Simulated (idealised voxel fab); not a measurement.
The document below concerns the process module designated voxel plated lines.
Xsec cut, 155 nm wide, square cell size 5 nm.
Cross-section spec: square-cell grid; bands listed top down; each band is one or more rows. It is stipulated that each band's entry specify, in nanometres, the height of the top of the band and then that of its bottom, followed by the materials of the band in left-to-right sequence, each together with its width in nanometres. A single material marked by the word "edge to edge" is understood to fill the band from edge to edge; the word "empty" is understood to denote empty space. Below 0: as-received wafer, all one material; heights counted from there. Lowest band: no bottom, goes on down, written "top 0, no bottom". Width: "30..40" (first number = top row, second number = bottom row, same change from row to row of cells). No cell of the cross-section changed in a step that is given as "identical to before". Reported under the label "Encapsulated voids" are the empty spaces having no open way to the top and comprising 8 cells or more; the notation for each is width x height at distance, in which the distance is measured from the left edge and all three values are in nm. On a step's line, text after the settings is the simulator commenting on that step. "overlay nm" answers the question of how far to the right of plan the mask lay on a step that has a mask, and when it is negative the answer is to the left.

STEPS PLANNED FOR THE PROCESS
1,RECEIVE,material Si
2,CONFORMAL_DEP,material SiN,thk nm 15
3,DIRECTIONAL_DEP,material TiN,thk nm 5
4,PATTERN,tone open,mask id LINES,material resist,width nm 25,pitch nm 40,thk nm 25,overlay nm 0
5,EPI,material Ru,thk nm 10
6,EPI,material Ru,thk nm 5
7,STRIP,etch materials resist
8,DIRECTIONAL_ETCH,etch materials TiN,depth nm 5
9,CONFORMAL_DEP,material SiO2,thk nm 10

FIRST WAFER, AS PLANNED

SO THIS IS THE INCOMING WAFER IN CROSS-SECTION - IT'S ALREADY BEEN THROUGH STEP 1
top 0, no bottom  Si edge to edge
Encapsulated voids: none

CROSS-SECTION: WAFER STATE AFTER STEP 2
top 15, bottom 0  SiN edge to edge
Under 0: no change, same as before.

CROSS-SECTION: WAFER STATE AFTER STEP 3
top 20, bottom 15  TiN edge to edge
Under 15: no change, same as before.

CROSS-SECTION: WAFER STATE AFTER STEP 4
top 45, bottom 20  45 of resist, then 25 of empty, then 15 of resist, then 25 of empty, then 45 of resist
Under 20: no change, same as before.

CROSS-SECTION: WAFER STATE AFTER STEP 5
top 45, bottom 30  45 of resist, then 25 of empty, then 15 of resist, then 25 of empty, then 45 of resist
top 30, bottom 20  45 of resist, then 25 of Ru, then 15 of resist, then 25 of Ru, then 45 of resist
Under 20: no change, same as before.

CROSS-SECTION: WAFER STATE AFTER STEP 6
top 45, bottom 35  45 of resist, then 25 of empty, then 15 of resist, then 25 of empty, then 45 of resist
top 35, bottom 20  45 of resist, then 25 of Ru, then 15 of resist, then 25 of Ru, then 45 of resist
Under 20: no change, same as before.

CROSS-SECTION: WAFER STATE AFTER STEP 7
top 35, bottom 20  45 of empty, then 25 of Ru, then 15 of empty, then 25 of Ru, then 45 of empty
Under 20: no change, same as before.

CROSS-SECTION: WAFER STATE AFTER STEP 8
top 35, bottom 20  45 of empty, then 25 of Ru, then 15 of empty, then 25 of Ru, then 45 of empty
top 20, bottom 15  45 of empty, then 25 of TiN, then 15 of empty, then 25 of TiN, then 45 of empty
Under 15: no change, same as before.

CROSS-SECTION: WAFER STATE AFTER STEP 9
top 45, bottom 35  35 of empty, then 85 of SiO2, then 35 of empty
top 35, bottom 25  35 of empty, then 10 of SiO2, then 25 of Ru, then 15 of SiO2, then 25 of Ru, then 10 of SiO2, then 35 of empty
top 25, bottom 20  45 of SiO2, then 25 of Ru, then 15 of SiO2, then 25 of Ru, then 45 of SiO2
top 20, bottom 15  45 of SiO2, then 25 of TiN, then 15 of SiO2, then 25 of TiN, then 45 of SiO2
Under 15: no change, same as before.

IT IS TO BE NOTED THAT THE SECOND WAFER PROCEEDED FROM THE SAME INITIAL STATE AND ACCORDING TO THE SAME PLAN AS THE FIRST, ALTHOUGH ONE MISTAKE WAS COMMITTED IN ITS EXECUTION; THROUGH STEP 8, INCLUSIVE, THE TWO WAFERS SHARE AN IDENTICAL HISTORY

Planned end of step 9: second wafer, cross-section: identical to before
Misprocessing identified: step 9 of the plan was omitted and not executed
Final cells, second wafer relative to first, materials higher or lower: SiO2: 90 fewer
